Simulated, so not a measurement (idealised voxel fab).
This is a process module. Its name is voxel capacitor over wiring.
Displayed cross-section: cut, width of 175 nm, square cells sized 5 nm.
A cross-section is a grid of square cells, given in bands from the top down. A band is one or more rows of cells. Basically the band line says how high the top is and how high the bottom is, in nm, and then what's in it from left to right, every material with its width in nm. Empty space shows up as "empty", and if a single material carries "edge to edge" it runs the full band edge to edge. Heights are expressed relative to 0, this being the level below which the as-received wafer comprises one material exclusively. The lowest band is unbounded in the downward direction and is denoted as in "top 0, no bottom". The two numbers in a width such as "30..40" mark its ends across the band: the first belongs to the top row of cells, the second to the bottom row, and from each row to the next the width moves by the same amount. Step note "no change occurred" = no cross-section cell changed. Voids not open to the top, 8 cells minimum: see "Enclosed void entries". Written width x height at distance; distance is from the left edge; nm. What comes after the settings on a step's line is commentary from the simulator itself on that step. "overlay nm" on a masked step: distance the mask lay right of its planned place, negative for left.
SO HERE'S THE LINEUP OF PROCESS STEPS WE PLANNED
- 1: RECEIVE with material Si
- 2: CONFORMAL_DEP with material SiO2, thk nm 15
- 3: CONFORMAL_DEP with material SiCN, thk nm 5
- 4: DIRECTIONAL_DEP with material SiO2, thk nm 15
- 5: PATTERN with tone open, mask id METAL_1, material resist, width nm 25, pitch nm 80, thk nm 20, overlay nm 0
- 6: DIRECTIONAL_ETCH with etch materials SiO2, depth nm 15
- 7: DIRECTIONAL_ETCH with etch materials SiCN, depth nm 5
- 8: STRIP with etch materials resist
- 9: CONFORMAL_DEP with material TiN, thk nm 5
- 10: FILL_DEP with material W, thk nm 10
- 11: CMP with height nm 35
- 12: CONFORMAL_DEP with material SiCN, thk nm 5
- 13: DIRECTIONAL_DEP with material lowk, thk nm 20
- 14: DIRECTIONAL_DEP with material aC, thk nm 15
- 15: PATTERN with tone open, mask id PLUG_1, material resist, width nm 15, thk nm 35, overlay nm 0
- 16: DIRECTIONAL_ETCH with etch materials aC, depth nm 15
- 17: STRIP with etch materials resist
- 18: DIRECTIONAL_ETCH with etch materials lowk, depth nm 20
- 19: DIRECTIONAL_ETCH with etch materials SiCN, depth nm 5
- 20: STRIP with etch materials aC
- 21: EPI with material Ru, thk nm 10
- 22: EPI with material Ru, thk nm 10
- 23: EPI with material Ru, thk nm 5
- 24: DIRECTIONAL_DEP with material TiN, thk nm 10
- 25: DIRECTIONAL_DEP with material Al2O3, thk nm 5
- 26: DIRECTIONAL_DEP with material TiN, thk nm 5
- 27: PATTERN with tone cover, mask id UPPER_PLATE, material resist, width nm 60, thk nm 20, overlay nm 0
- 28: DIRECTIONAL_ETCH with etch materials TiN, depth nm 5
- 29: DIRECTIONAL_ETCH with etch materials Al2O3, depth nm 5
- 30: STRIP with etch materials resist
- 31: DIRECTIONAL_DEP with material aC, thk nm 10
- 32: PATTERN with tone cover, mask id LOWER_PLATE, material resist, width nm 70, thk nm 30, overlay nm 0
- 33: DIRECTIONAL_ETCH with etch materials aC, depth nm 10
- 34: STRIP with etch materials resist
- 35: DIRECTIONAL_ETCH with etch materials TiN, depth nm 10
- 36: STRIP with etch materials aC
- 37: FILL_DEP with material SiO2, thk nm 20
- 38: CMP with height nm 95
- 39: MASKED_ETCH with tone open, mask id PLUG_2, width nm 15, etch materials SiO2, depth nm 15, overlay nm 0
- 40: CONFORMAL_DEP with material TiN, thk nm 5
- 41: FILL_DEP with material Ru, thk nm 5
- 42: CMP with height nm 95
- 43: CONFORMAL_DEP with material SiCN, thk nm 5
INCOMING WAFER IN CROSS-SECTION (STATE: AFTER STEP 1)
* top 0, no bottom = Si edge to edge
* Enclosed void entries: none
A WAFER AT THE END: THIS START, THIS PLAN, ONE MISTAKE
* top 110, bottom 95 = SiCN edge to edge
* top 95, bottom 85 = SiO2=55; TiN=5; Ru=5; TiN=5; SiO2=105
* top 85, bottom 75 = SiO2=55..45; TiN=15..60; SiO2=105..70
* top 75, bottom 70 = SiO2=45; Al2O3=60; SiO2=70
* top 70, bottom 60 = SiO2=40; TiN=70; SiO2=65
* top 60, bottom 40 = lowk=45; Ru=15; lowk=115
* top 40, bottom 35 = SiCN=45; Ru=15; SiCN=115
* top 35, bottom 20 = SiO2=35; TiN=5; W=15; TiN=5; SiO2=55; TiN=5; W=15; TiN=5; SiO2=35
* top 20, bottom 15 = SiCN=35; TiN=25; SiCN=55; TiN=25; SiCN=35
* top 15, bottom 0 = SiO2 edge to edge
* top 0, no bottom = Si edge to edge
* Enclosed void entries: none
In executing the process, a mistake was made relative to the plan: step 43 ran with different settings than intended, the actual operation and settings being CONFORMAL_DEP with material SiCN, thk nm 15
